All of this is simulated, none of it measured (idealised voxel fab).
Proc. module: voxel air gaps
Section shown: cut. Width: 155 nm. Cell size: 5 nm, square.
Cross-section, as written here: a square-cell grid given band by band from the top down, where a band holds one or more rows of cells. Top height, bottom height, nm. Materials left to right, width each, nm. Single material + "full width" = fills band edge to edge. "empty" = empty. Heights are expressed relative to 0, this being the level below which the as-received wafer comprises one material exclusively. The lowest band is unbounded in the downward direction and is denoted as in "top 0, no bottom". You'd read "30 to 40" like this: the band's top row of cells is as wide as the first number, its bottom row is as wide as the second, and going down, every row changes width by the same amount as the row before did. You'll sometimes find "no alterations made" written for a step, and that's the way of saying that nowhere in the cross-section did a cell change during that step. This entry, "Closed internal voids", enumerates those empty regions of no fewer than 8 cells that possess no open connection to the top. Each region is reported in the form width x height at distance, the distance being taken from the left edge, with all three quantities expressed in nm. Heads up: the bit after the settings on a step's line is the simulator's remark on that step. overlay nm: right-of-plan distance of the mask on a masked step; negative values mean left-of-plan.

## Process steps foreseen in the plan
1) RECEIVE (material Si)
2) CONFORMAL_DEP (material SiO2; thk nm 10)
3) CONFORMAL_DEP (material SiCN; thk nm 5)
4) DIRECTIONAL_DEP (material lowk; thk nm 30)
5) DIRECTIONAL_DEP (material aC; thk nm 10)
6) PATTERN (tone open; mask id LINES; material resist; width nm 20; pitch nm 45; thk nm 25; overlay nm 0)
7) DIRECTIONAL_ETCH (etch materials aC; depth nm 10)
8) STRIP (etch materials resist)
9) DIRECTIONAL_ETCH (etch materials lowk; depth nm 30)
10) STRIP (etch materials aC)
11) CONFORMAL_DEP (material TiN; thk nm 5)
12) FILL_DEP (material Cu; thk nm 5)
13) CMP (height nm 45)
14) EPI (material Ru; thk nm 10)
15) SELECTIVE_ETCH (etch materials lowk; depth nm 40)
16) CONFORMAL_DEP (material SiCN; thk nm 5)

## This is the cross-section of the wafer as we received it, i.e. after step 1
top 0, no bottom = Si full width
Closed internal voids: none

## End-of-module XS, first of two wafers, run as planned
top 60, bottom 55 = 5 empty | 140 SiCN | 10 empty
top 55, bottom 45 = 5 empty | 5 SiCN | 40 Ru | 5 SiCN | 40 Ru | 5 SiCN | 40 Ru | 5 SiCN | 10 empty
top 45, bottom 40 = 5 empty | 15 SiCN | 5 TiN | 10 Cu | 5 TiN | 25 SiCN | 5 TiN | 10 Cu | 5 TiN | 25 SiCN | 5 TiN | 10 Cu | 5 TiN | 15 SiCN | 10 empty
top 40, bottom 20 = 15 empty | 5 SiCN | 5 TiN | 10 Cu | 5 TiN | 5 SiCN | 15 empty | 5 SiCN | 5 TiN | 10 Cu | 5 TiN | 5 SiCN | 15 empty | 5 SiCN | 5 TiN | 10 Cu | 5 TiN | 5 SiCN | 20 empty
top 20, bottom 15 = 20 SiCN | 20 TiN | 25 SiCN | 20 TiN | 25 SiCN | 20 TiN | 25 SiCN
top 15, bottom 10 = SiCN full width
top 10, bottom 0 = SiO2 full width
top 0, no bottom = Si full width
Closed internal voids: 15 x 20 at 45; 15 x 20 at 90

## Wafer two, sectioned after the module: the first wafer's start, the first wafer's plan, and one mistake in how it was run
top 70, bottom 65 = SiCN full width
top 65, bottom 45 = 150 Ru | 5 SiCN
top 45, bottom 40 = 20 lowk | 5 TiN | 10 Cu | 5 TiN | 25 lowk | 5 TiN | 10 Cu | 5 TiN | 25 lowk | 5 TiN | 10 Cu | 5 TiN | 25 SiCN
top 40, bottom 20 = 20 lowk | 5 TiN | 10 Cu | 5 TiN | 25 lowk | 5 TiN | 10 Cu | 5 TiN | 25 lowk | 5 TiN | 10 Cu | 5 TiN | 5 SiCN | 20 empty
top 20, bottom 15 = 20 lowk | 20 TiN | 25 lowk | 20 TiN | 25 lowk | 20 TiN | 25 SiCN
top 15, bottom 10 = SiCN full width
top 10, bottom 0 = SiO2 full width
top 0, no bottom = Si full width
Closed internal voids: 20 x 20 at 135
Here's what went sideways: step 14 was run twice
It is noted that, at the conclusion of processing, the second wafer exhibits a higher or lower cell count for certain materials relative to the first: Ru +72; SiCN -46; lowk +84
On completion, 1 closed voids are found in the second wafer, whereas the first wafer has 2.
